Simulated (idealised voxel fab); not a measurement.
The following is a process module called voxel capacitor over wiring.
Cross-sectional view cut (width: 235 nm; square cell size: 5 nm).
In this document a cross-section is written as a grid of square cells. It is given as a series of bands, listed from the top down, and a band is one or more rows of cells. Basically the band line says how high the top is and how high the bottom is, in nm, and then what's in it from left to right, every material with its width in nm. Empty space shows up as "blank", and if a single material carries "edge to edge" it runs the full band edge to edge. Ref level 0: as-received wafer is one material below here. Bottom band extends down with no lower bound ("0 and below"). Note: "30 to 40" means the width goes from the first number (top row of the band) to the second number (bottom row) in equal steps per row of cells. No cell of the cross-section changed in a step that is given as "all unchanged". Empty spaces without an open route to the top, at least 8 cells in extent, make up the entry "Closed empty spaces"; each is given as width x height at distance, where the distance is measured from the left edge, and all are in nm. Formally, on a step line, whatever follows the settings is a remark that the simulator itself makes on the step. A step's line can hold "overlay nm"; with a mask on that step, the setting says how far right of the planned place the mask lay, while a negative setting says it lay to the left.
**Planned step list for the process**
1 RECEIVE, material Si
2 CONFORMAL_DEP, material SiO2, thk nm 10
3 DIRECTIONAL_DEP, material TiN, thk nm 5
4 DIRECTIONAL_DEP, material Ru, thk nm 20
5 MASKED_ETCH, tone cover, mask id METAL_1, width nm 25, pitch nm 75, etch materials Ru, depth nm 20, overlay nm 0
6 MASKED_ETCH, tone cover, mask id METAL_1, width nm 25, pitch nm 75, etch materials TiN, depth nm 5, overlay nm 0
7 FILL_DEP, material lowk, thk nm 5
8 CMP, height nm 35
9 CONFORMAL_DEP, material SiCN, thk nm 5
10 DIRECTIONAL_DEP, material SiO2, thk nm 10
11 PATTERN, tone open, mask id PLUG_1, material resist, width nm 15, thk nm 20, overlay nm 0
12 DIRECTIONAL_ETCH, etch materials SiO2, depth nm 10
13 DIRECTIONAL_ETCH, etch materials SiCN, depth nm 5
14 STRIP, etch materials resist
15 CONFORMAL_DEP, material TiN, thk nm 5
16 FILL_DEP, material Ru, thk nm 5
17 CMP, height nm 50
18 DIRECTIONAL_DEP, material TiN, thk nm 10
19 DIRECTIONAL_DEP, material SiN, thk nm 5
20 DIRECTIONAL_DEP, material TiN, thk nm 10
21 MASKED_ETCH, tone cover, mask id UPPER_PLATE, width nm 55, etch materials TiN, depth nm 10, overlay nm 0
22 MASKED_ETCH, tone cover, mask id UPPER_PLATE, width nm 55, etch materials SiN, depth nm 5, overlay nm 0
23 PATTERN, tone cover, mask id LOWER_PLATE, material resist, width nm 65, thk nm 20, overlay nm 0
24 DIRECTIONAL_ETCH, etch materials TiN, depth nm 10
25 STRIP, etch materials resist
26 FILL_DEP, material SiO2, thk nm 15
27 CMP, height nm 85
28 PATTERN, tone open, mask id PLUG_2, material resist, width nm 15, thk nm 15, overlay nm 0
29 DIRECTIONAL_ETCH, etch materials SiO2, depth nm 10
30 STRIP, etch materials resist
31 CONFORMAL_DEP, material TiN, thk nm 5
32 FILL_DEP, material Ru, thk nm 5
33 CMP, height nm 85
34 CONFORMAL_DEP, material SiN, thk nm 5
**Account of the first of two wafers, which was processed as intended**
**As-received state of the wafer in cross-section, equivalent to post-step 1**
0 and below = Si edge to edge
Closed empty spaces: none
**You're looking at a cross-section of the wafer after step 2**
10 down to 0 = SiO2 edge to edge
Heights below 0 show no change.
**You're looking at a cross-section of the wafer after step 3**
15 down to 10 = TiN edge to edge
Heights below 10 show no change.
**You're looking at a cross-section of the wafer after step 4**
35 down to 15 = Ru edge to edge
Heights below 15 show no change.
**You're looking at a cross-section of the wafer after step 5**
35 down to 15 = blank (65); Ru (25); blank (50); Ru (25); blank (70)
Heights below 15 show no change.
**You're looking at a cross-section of the wafer after step 6**
35 down to 15 = blank (65); Ru (25); blank (50); Ru (25); blank (70)
15 down to 10 = blank (65); TiN (25); blank (50); TiN (25); blank (70)
Heights below 10 show no change.
**You're looking at a cross-section of the wafer after step 7**
40 down to 35 = lowk edge to edge
35 down to 15 = lowk (65); Ru (25); lowk (50); Ru (25); lowk (70)
15 down to 10 = lowk (65); TiN (25); lowk (50); TiN (25); lowk (70)
Heights below 10 show no change.
**You're looking at a cross-section of the wafer after step 8**
35 down to 15 = lowk (65); Ru (25); lowk (50); Ru (25); lowk (70)
Heights below 15 show no change.
**You're looking at a cross-section of the wafer after step 9**
40 down to 35 = SiCN edge to edge
Heights below 35 show no change.
**You're looking at a cross-section of the wafer after step 10**
50 down to 40 = SiO2 edge to edge
Heights below 40 show no change.
**You're looking at a cross-section of the wafer after step 11**
70 down to 50 = resist (75); blank (15); resist (145)
Heights below 50 show no change.
**You're looking at a cross-section of the wafer after step 12**
70 down to 50 = resist (75); blank (15); resist (145)
50 down to 40 = SiO2 (75); blank (15); SiO2 (145)
Heights below 40 show no change.
**You're looking at a cross-section of the wafer after step 13**
70 down to 50 = resist (75); blank (15); resist (145)
50 down to 40 = SiO2 (75); blank (15); SiO2 (145)
40 down to 35 = SiCN (75); blank (15); SiCN (145)
Heights below 35 show no change.
**You're looking at a cross-section of the wafer after step 14**
50 down to 40 = SiO2 (75); blank (15); SiO2 (145)
Heights below 40 show no change.
**You're looking at a cross-section of the wafer after step 15**
55 down to 50 = TiN (80); blank (5); TiN (150)
50 down to 40 = SiO2 (75); TiN (5); blank (5); TiN (5); SiO2 (145)
40 down to 35 = SiCN (75); TiN (15); SiCN (145)
Heights below 35 show no change.
**You're looking at a cross-section of the wafer after step 16**
60 down to 55 = Ru edge to edge
55 down to 50 = TiN (80); Ru (5); TiN (150)
50 down to 40 = SiO2 (75); TiN (5); Ru (5); TiN (5); SiO2 (145)
Heights below 40 show no change.
**You're looking at a cross-section of the wafer after step 17**
50 down to 40 = SiO2 (75); TiN (5); Ru (5); TiN (5); SiO2 (145)
Heights below 40 show no change.
**You're looking at a cross-section of the wafer after step 18**
60 down to 50 = TiN edge to edge
Heights below 50 show no change.
**You're looking at a cross-section of the wafer after step 19**
65 down to 60 = SiN edge to edge
Heights below 60 show no change.
**You're looking at a cross-section of the wafer after step 20**
75 down to 65 = TiN edge to edge
Heights below 65 show no change.
**You're looking at a cross-section of the wafer after step 21**
75 down to 65 = blank (75); TiN (55); blank (105)
Heights below 65 show no change.
**You're looking at a cross-section of the wafer after step 22**
75 down to 65 = blank (75); TiN (55); blank (105)
65 down to 60 = blank (75); SiN (55); blank (105)
Heights below 60 show no change.
**You're looking at a cross-section of the wafer after step 23**
95 down to 75 = blank (70); resist (65); blank (100)
75 down to 65 = blank (70); resist (5); TiN (55); resist (5); blank (100)
65 down to 60 = blank (70); resist (5); SiN (55); resist (5); blank (100)
Heights below 60 show no change.
**You're looking at a cross-section of the wafer after step 24**
95 down to 75 = blank (70); resist (65); blank (100)
75 down to 65 = blank (70); resist (5); TiN (55); resist (5); blank (100)
65 down to 60 = blank (70); resist (5); SiN (55); resist (5); blank (100)
60 down to 50 = blank (70); TiN (65); blank (100)
Heights below 50 show no change.
**You're looking at a cross-section of the wafer after step 25**
75 down to 65 = blank (75); TiN (55); blank (105)
65 down to 60 = blank (75); SiN (55); blank (105)
Heights below 60 show no change.
**You're looking at a cross-section of the wafer after step 26**
90 down to 75 = SiO2 edge to edge
75 down to 65 = SiO2 (75); TiN (55); SiO2 (105)
65 down to 60 = SiO2 (75); SiN (55); SiO2 (105)
60 down to 50 = SiO2 (70); TiN (65); SiO2 (100)
Heights below 50 show no change.
**You're looking at a cross-section of the wafer after step 27**
85 down to 75 = SiO2 edge to edge
Heights below 75 show no change.
**You're looking at a cross-section of the wafer after step 28**
100 down to 85 = resist (85); blank (15); resist (135)
Heights below 85 show no change.
**You're looking at a cross-section of the wafer after step 29**
100 down to 85 = resist (85); blank (15); resist (135)
85 down to 75 = SiO2 (85); blank (15); SiO2 (135)
Heights below 75 show no change.
**You're looking at a cross-section of the wafer after step 30**
85 down to 75 = SiO2 (85); blank (15); SiO2 (135)
Heights below 75 show no change.
**You're looking at a cross-section of the wafer after step 31**
90 down to 85 = TiN (90); blank (5); TiN (140)
85 down to 80 = SiO2 (85); TiN (5); blank (5); TiN (5); SiO2 (135)
80 down to 75 = SiO2 (85); TiN (15); SiO2 (135)
Heights below 75 show no change.
**You're looking at a cross-section of the wafer after step 32**
95 down to 90 = Ru edge to edge
90 down to 85 = TiN (90); Ru (5); TiN (140)
85 down to 80 = SiO2 (85); TiN (5); Ru (5); TiN (5); SiO2 (135)
Heights below 80 show no change.
**You're looking at a cross-section of the wafer after step 33**
85 down to 80 = SiO2 (85); TiN (5); Ru (5); TiN (5); SiO2 (135)
Heights below 80 show no change.
**You're looking at a cross-section of the wafer after step 34**
90 down to 85 = SiN edge to edge
Heights below 85 show no change.
**It is to be noted that the second wafer proceeded from the same initial state and according to the same plan as the first, although one mistake was committed in its execution; through step 1, inclusive, the two wafers share an identical history**
**Cross-section of the second wafer at the time by which step 2 should have been completed according to the plan**
15 down to 0 = SiO2 edge to edge
Heights below 0 show no change.
**Cross-section of the second wafer at the time by which step 3 should have been completed according to the plan**
20 down to 15 = TiN edge to edge
Heights below 15 show no change.
**Cross-section of the second wafer at the time by which step 4 should have been completed according to the plan**
40 down to 20 = Ru edge to edge
Heights below 20 show no change.
**Cross-section of the second wafer at the time by which step 5 should have been completed according to the plan**
40 down to 20 = blank (65); Ru (25); blank (50); Ru (25); blank (70)
Heights below 20 show no change.
**Cross-section of the second wafer at the time by which step 6 should have been completed according to the plan**
40 down to 20 = blank (65); Ru (25); blank (50); Ru (25); blank (70)
20 down to 15 = blank (65); TiN (25); blank (50); TiN (25); blank (70)
Heights below 15 show no change.
**Cross-section of the second wafer at the time by which step 7 should have been completed according to the plan**
45 down to 40 = lowk edge to edge
40 down to 20 = lowk (65); Ru (25); lowk (50); Ru (25); lowk (70)
20 down to 15 = lowk (65); TiN (25); lowk (50); TiN (25); lowk (70)
Heights below 15 show no change.
**Cross-section of the second wafer at the time by which step 8 should have been completed according to the plan**
35 down to 20 = lowk (65); Ru (25); lowk (50); Ru (25); lowk (70)
Heights below 20 show no change.
**Cross-section of the second wafer at the time by which step 9 should have been completed according to the plan**
40 down to 35 = SiCN edge to edge
Heights below 35 show no change.
**Cross-section of the second wafer at the time by which step 10 should have been completed according to the plan**
50 down to 40 = SiO2 edge to edge
Heights below 40 show no change.
**Cross-section of the second wafer at the time by which step 11 should have been completed according to the plan**
70 down to 50 = resist (75); blank (15); resist (145)
Heights below 50 show no change.
**Cross-section of the second wafer at the time by which step 12 should have been completed according to the plan**
70 down to 50 = resist (75); blank (15); resist (145)
50 down to 40 = SiO2 (75); blank (15); SiO2 (145)
Heights below 40 show no change.
**Cross-section of the second wafer at the time by which step 13 should have been completed according to the plan**
70 down to 50 = resist (75); blank (15); resist (145)
50 down to 40 = SiO2 (75); blank (15); SiO2 (145)
40 down to 35 = SiCN (75); blank (15); SiCN (145)
Heights below 35 show no change.
**Cross-section of the second wafer at the time by which step 14 should have been completed according to the plan**
50 down to 40 = SiO2 (75); blank (15); SiO2 (145)
Heights below 40 show no change.
**Cross-section of the second wafer at the time by which step 15 should have been completed according to the plan**
55 down to 50 = TiN (80); blank (5); TiN (150)
50 down to 40 = SiO2 (75); TiN (5); blank (5); TiN (5); SiO2 (145)
40 down to 35 = SiCN (75); TiN (15); SiCN (145)
Heights below 35 show no change.
**Cross-section of the second wafer at the time by which step 16 should have been completed according to the plan**
60 down to 55 = Ru edge to edge
55 down to 50 = TiN (80); Ru (5); TiN (150)
50 down to 40 = SiO2 (75); TiN (5); Ru (5); TiN (5); SiO2 (145)
Heights below 40 show no change.
**Cross-section of the second wafer at the time by which step 17 should have been completed according to the plan**
50 down to 40 = SiO2 (75); TiN (5); Ru (5); TiN (5); SiO2 (145)
Heights below 40 show no change.
**Cross-section of the second wafer at the time by which step 18 should have been completed according to the plan**
60 down to 50 = TiN edge to edge
Heights below 50 show no change.
**Cross-section of the second wafer at the time by which step 19 should have been completed according to the plan**
65 down to 60 = SiN edge to edge
Heights below 60 show no change.
**Cross-section of the second wafer at the time by which step 20 should have been completed according to the plan**
75 down to 65 = TiN edge to edge
Heights below 65 show no change.
**Cross-section of the second wafer at the time by which step 21 should have been completed according to the plan**
75 down to 65 = blank (75); TiN (55); blank (105)
Heights below 65 show no change.
**Cross-section of the second wafer at the time by which step 22 should have been completed according to the plan**
75 down to 65 = blank (75); TiN (55); blank (105)
65 down to 60 = blank (75); SiN (55); blank (105)
Heights below 60 show no change.
**Cross-section of the second wafer at the time by which step 23 should have been completed according to the plan**
95 down to 75 = blank (70); resist (65); blank (100)
75 down to 65 = blank (70); resist (5); TiN (55); resist (5); blank (100)
65 down to 60 = blank (70); resist (5); SiN (55); resist (5); blank (100)
Heights below 60 show no change.
**Cross-section of the second wafer at the time by which step 24 should have been completed according to the plan**
95 down to 75 = blank (70); resist (65); blank (100)
75 down to 65 = blank (70); resist (5); TiN (55); resist (5); blank (100)
65 down to 60 = blank (70); resist (5); SiN (55); resist (5); blank (100)
60 down to 50 = blank (70); TiN (65); blank (100)
Heights below 50 show no change.
**Cross-section of the second wafer at the time by which step 25 should have been completed according to the plan**
75 down to 65 = blank (75); TiN (55); blank (105)
65 down to 60 = blank (75); SiN (55); blank (105)
Heights below 60 show no change.
**Cross-section of the second wafer at the time by which step 26 should have been completed according to the plan**
90 down to 75 = SiO2 edge to edge
75 down to 65 = SiO2 (75); TiN (55); SiO2 (105)
65 down to 60 = SiO2 (75); SiN (55); SiO2 (105)
60 down to 50 = SiO2 (70); TiN (65); SiO2 (100)
Heights below 50 show no change.
**Cross-section of the second wafer at the time by which step 27 should have been completed according to the plan**
85 down to 75 = SiO2 edge to edge
Heights below 75 show no change.
**Cross-section of the second wafer at the time by which step 28 should have been completed according to the plan**
100 down to 85 = resist (85); blank (15); resist (135)
Heights below 85 show no change.
**Cross-section of the second wafer at the time by which step 29 should have been completed according to the plan**
100 down to 85 = resist (85); blank (15); resist (135)
85 down to 75 = SiO2 (85); blank (15); SiO2 (135)
Heights below 75 show no change.
**Cross-section of the second wafer at the time by which step 30 should have been completed according to the plan**
85 down to 75 = SiO2 (85); blank (15); SiO2 (135)
Heights below 75 show no change.
**Cross-section of the second wafer at the time by which step 31 should have been completed according to the plan**
90 down to 85 = TiN (90); blank (5); TiN (140)
85 down to 80 = SiO2 (85); TiN (5); blank (5); TiN (5); SiO2 (135)
80 down to 75 = SiO2 (85); TiN (15); SiO2 (135)
Heights below 75 show no change.
**Cross-section of the second wafer at the time by which step 32 should have been completed according to the plan**
95 down to 90 = Ru edge to edge
90 down to 85 = TiN (90); Ru (5); TiN (140)
85 down to 80 = SiO2 (85); TiN (5); Ru (5); TiN (5); SiO2 (135)
Heights below 80 show no change.
**Cross-section of the second wafer at the time by which step 33 should have been completed according to the plan**
85 down to 80 = SiO2 (85); TiN (5); Ru (5); TiN (5); SiO2 (135)
Heights below 80 show no change.
**Cross-section of the second wafer at the time by which step 34 should have been completed according to the plan**
90 down to 85 = SiN edge to edge
Heights below 85 show no change.
Deviation noted in wafer processing: off-plan run, step 2, actual operation and settings CONFORMAL_DEP, material SiO2, thk nm 15
Final tally in cells, some materials are higher or lower on the second wafer than on the first: 10 fewer of Ru; 47 more of SiO2; 37 fewer of lowk
